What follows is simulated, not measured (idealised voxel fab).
Herein follows the process module entitled voxel self aligned vias.
In the cross-section labelled cut, the width is 225 nm and each square cell is 5 nm.
Think of the cross-section as a grid of square cells. We describe it in bands, top to bottom, and each band covers one or more rows of those cells. Top, bottom (nm), then materials left to right with widths (nm); lone material tagged "throughout" fills the whole band edge to edge; "air" = empty space. All heights in this document are referenced to 0, defined as the level beneath which the wafer, as received, consists entirely of one material. The lowest band is not bounded below; it extends indefinitely downward and is written in the form "0..down". Think of "30 to 40" as a width that walks from the first number to the second as you go down the band, top row to bottom row, taking equal-sized steps from row to row. "nothing was modified" means the step left every cell of the cross-section as it was. "Enclosed void list" enumerates empty spaces isolated from the top, with no open way to it, that contain at least 8 cells, giving each as width x height at distance from the left edge, all three in nm. Note: text after step settings on the step line = simulator remark on that step. overlay nm: mask right of planned place by this much (step with mask). Neg. = left.

This section lists the process steps that were planned
- 1: op RECEIVE | material Si
- 2: op CONFORMAL_DEP | material SiO2 | thk nm 15
- 3: op CONFORMAL_DEP | material SiCN | thk nm 5
- 4: op DIRECTIONAL_DEP | material SiO2 | thk nm 20
- 5: op PATTERN | tone open | mask id LINES | material resist | width nm 20 | pitch nm 50 | thk nm 20 | overlay nm 0
- 6: op DIRECTIONAL_ETCH | etch materials SiO2 | depth nm 20
- 7: op STRIP | etch materials resist
- 8: op CONFORMAL_DEP | material TiN | thk nm 5
- 9: op FILL_DEP | material Ru | thk nm 5
- 10: op CMP | height nm 40
- 11: op SELECTIVE_ETCH | etch materials W Ru TiN | depth nm 5
- 12: op FILL_DEP | material SiN | thk nm 5
- 13: op CMP | height nm 40
- 14: op DIRECTIONAL_DEP | material SiO2 | thk nm 15
- 15: op DIRECTIONAL_DEP | material aC | thk nm 10
- 16: op PATTERN | tone open | mask id VIAS | material resist | width nm 30 | pitch nm 50 | thk nm 25 | overlay nm 0
- 17: op DIRECTIONAL_ETCH | etch materials aC | depth nm 10
- 18: op STRIP | etch materials resist
- 19: op DIRECTIONAL_ETCH | etch materials SiO2 | depth nm 15
- 20: op DIRECTIONAL_ETCH | etch materials SiN | depth nm 5
- 21: op STRIP | etch materials aC
- 22: op CONFORMAL_DEP | material TiN | thk nm 5
- 23: op FILL_DEP | material Ru | thk nm 5
- 24: op CMP | height nm 55
- 25: op CONFORMAL_DEP | material SiN | thk nm 5

Cross-section of the wafer upon arrival, representing the state reached after step 1
	0..down: Si throughout
	Enclosed void list: none

The first of two wafers, cross-sectioned at the end of the module, with the run proceeding as planned
	60..55: SiN throughout
	55..45: 45 nm SiO2 / 5 nm TiN / 20 nm Ru / 5 nm TiN / 20 nm SiO2 / 5 nm TiN / 20 nm Ru / 5 nm TiN / 20 nm SiO2 / 5 nm TiN / 20 nm Ru / 5 nm TiN / 50 nm SiO2
	45..40: 45 nm SiO2 / 10 nm TiN / 10 nm Ru / 10 nm TiN / 20 nm SiO2 / 10 nm TiN / 10 nm Ru / 10 nm TiN / 20 nm SiO2 / 10 nm TiN / 10 nm Ru / 10 nm TiN / 50 nm SiO2
	40..35: 50 nm SiO2 / 20 nm TiN / 30 nm SiO2 / 20 nm TiN / 30 nm SiO2 / 20 nm TiN / 55 nm SiO2
	35..25: 50 nm SiO2 / 5 nm TiN / 10 nm Ru / 5 nm TiN / 30 nm SiO2 / 5 nm TiN / 10 nm Ru / 5 nm TiN / 30 nm SiO2 / 5 nm TiN / 10 nm Ru / 5 nm TiN / 55 nm SiO2
	25..20: 50 nm SiO2 / 20 nm TiN / 30 nm SiO2 / 20 nm TiN / 30 nm SiO2 / 20 nm TiN / 55 nm SiO2
	20..15: SiCN throughout
	15..0: SiO2 throughout
	0..down: Si throughout
	Enclosed void list: none

Second wafer at the end: like start, like plan, one mistake
	60..55: SiN throughout
	55..40: 45 nm SiO2 / 5 nm TiN / 20 nm Ru / 5 nm TiN / 20 nm SiO2 / 5 nm TiN / 20 nm Ru / 5 nm TiN / 20 nm SiO2 / 5 nm TiN / 20 nm Ru / 5 nm TiN / 50 nm SiO2
	40..35: 45 nm SiO2 / 30 nm TiN / 20 nm SiO2 / 30 nm TiN / 20 nm SiO2 / 30 nm TiN / 50 nm SiO2
	35..25: 45 nm SiO2 / 10 nm TiN / 10 nm Ru / 10 nm TiN / 20 nm SiO2 / 10 nm TiN / 10 nm Ru / 10 nm TiN / 20 nm SiO2 / 10 nm TiN / 10 nm Ru / 10 nm TiN / 50 nm SiO2
	25..20: 50 nm SiO2 / 20 nm TiN / 30 nm SiO2 / 20 nm TiN / 30 nm SiO2 / 20 nm TiN / 55 nm SiO2
	20..15: SiCN throughout
	15..0: SiO2 throughout
	0..down: Si throughout
	Enclosed void list: none
Deviation from plan: step 19 of the plan saw execution twice
FYI, end of process, the second wafer has more or fewer cells of some materials than the first: 6 more of Ru, 18 fewer of SiO2, 12 more of TiN
